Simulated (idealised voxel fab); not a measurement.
Title: Process Module voxel ribs on slabs
Each square cell in cross-section cut measures 5 nm, and the section as a whole is 150 nm wide.
Cross-section layout: square cells on a grid; listed as bands, top to bottom; a band spans one or more cell rows. What a band's entry tells you: where the top is and where the bottom is, as heights in nm, and after that what lies inside, material by material from left to right, each with its width in nm. Empty space is written as the word "empty", and a single material marked with the word "edge to edge" occupies the band from edge to edge. Counting heights begins at 0, where everything beneath is, in the wafer as received, one material. The lowest band has no bottom; it goes on downwards, as "0 and below" shows. Width: "30..40" (first number = top row, second number = bottom row, same change from row to row of cells). Take "nothing changed" at face value: in the step it is given for, the cross-section changed in none of its cells. In the "Internal closed voids" entry, you get each enclosed empty space of 8 cells or more, one with no open way to the top, written width x height at distance, distance from the left edge, in nm. If you see something after the settings on a step's line, that's the simulator's own remark about that step. You can add "overlay nm" to a step's line. For a step with a mask, it describes how far the mask lay to the right of its planned position, and a negative number describes a lay to the left.
-- Set out below are the planned steps of the process
| 1 | RECEIVE, material Si |
| 2 | DIRECTIONAL_DEP, material SiO2, thk nm 20 |
| 3 | DIRECTIONAL_DEP, material SiN, thk nm 25 |
| 4 | MASKED_ETCH, tone cover, mask id RIB, width nm 25, etch materials SiN, depth nm 15, overlay nm 0 |
| 5 | MASKED_ETCH, tone cover, mask id SLAB, width nm 75, etch materials SiN, depth nm 10, overlay nm 0 |
| 6 | FILL_DEP, material SiO2, thk nm 15 |
| 7 | CMP, height nm 55 |
| 8 | DIRECTIONAL_DEP, material W, thk nm 10 |
| 9 | DIRECTIONAL_DEP, material aC, thk nm 15 |
| 10 | PATTERN, tone cover, mask id HEATER, material resist, width nm 25, thk nm 30, overlay nm 0 |
| 11 | DIRECTIONAL_ETCH, etch materials aC, depth nm 15 |
| 12 | STRIP, etch materials resist |
| 13 | DIRECTIONAL_ETCH, etch materials W, depth nm 10 |
| 14 | STRIP, etch materials aC |
| 15 | CONFORMAL_DEP, material SiO2, thk nm 5 |
Be aware that, although all wafers share a common starting state, the width nm at step 10 differs among them, and the plan displays the first wafer's value.
-- Cross-section, first of several wafers, as delivered after step 1
  0 and below: Si edge to edge
  Internal closed voids: none
-- First of several wafers in cross-section at module end, following the final step, step 15
  70 down to 65: 55 nm empty | 35 nm SiO2 | 60 nm empty
  65 down to 60: 55 nm empty | 5 nm SiO2 | 25 nm W | 5 nm SiO2 | 60 nm empty
  60 down to 55: 60 nm SiO2 | 25 nm W | 65 nm SiO2
  55 down to 45: SiO2 edge to edge
  45 down to 30: 60 nm SiO2 | 25 nm SiN | 65 nm SiO2
  30 down to 20: 35 nm SiO2 | 75 nm SiN | 40 nm SiO2
  20 down to 0: SiO2 edge to edge
  0 and below: Si edge to edge
  Internal closed voids: none
-- The last wafer as seen in cross-section at the end of the module
  70 down to 65: 45 nm empty | 60 nm SiO2 | 45 nm empty
  65 down to 60: 45 nm empty | 5 nm SiO2 | 50 nm W | 5 nm SiO2 | 45 nm empty
  60 down to 55: 50 nm SiO2 | 50 nm W | 50 nm SiO2
  55 down to 45: SiO2 edge to edge
  45 down to 30: 60 nm SiO2 | 25 nm SiN | 65 nm SiO2
  30 down to 20: 35 nm SiO2 | 75 nm SiN | 40 nm SiO2
  20 down to 0: SiO2 edge to edge
  0 and below: Si edge to edge
  Internal closed voids: none
-- Each row below is a wafer at the end of the module, listing for every material the number of cells it has gained (+) or lost (-) since it was received, followed by its closed voids
width nm 25, +45 SiN, +319 SiO2, +10 W, Internal closed voids: none
width nm 30, +45 SiN, +319 SiO2, +12 W, Internal closed voids: none
width nm 35, +45 SiN, +319 SiO2, +14 W, Internal closed voids: none
width nm 40, +45 SiN, +319 SiO2, +16 W, Internal closed voids: none
width nm 45, +45 SiN, +319 SiO2, +18 W, Internal closed voids: none
width nm 50, +45 SiN, +319 SiO2, +20 W, Internal closed voids: none
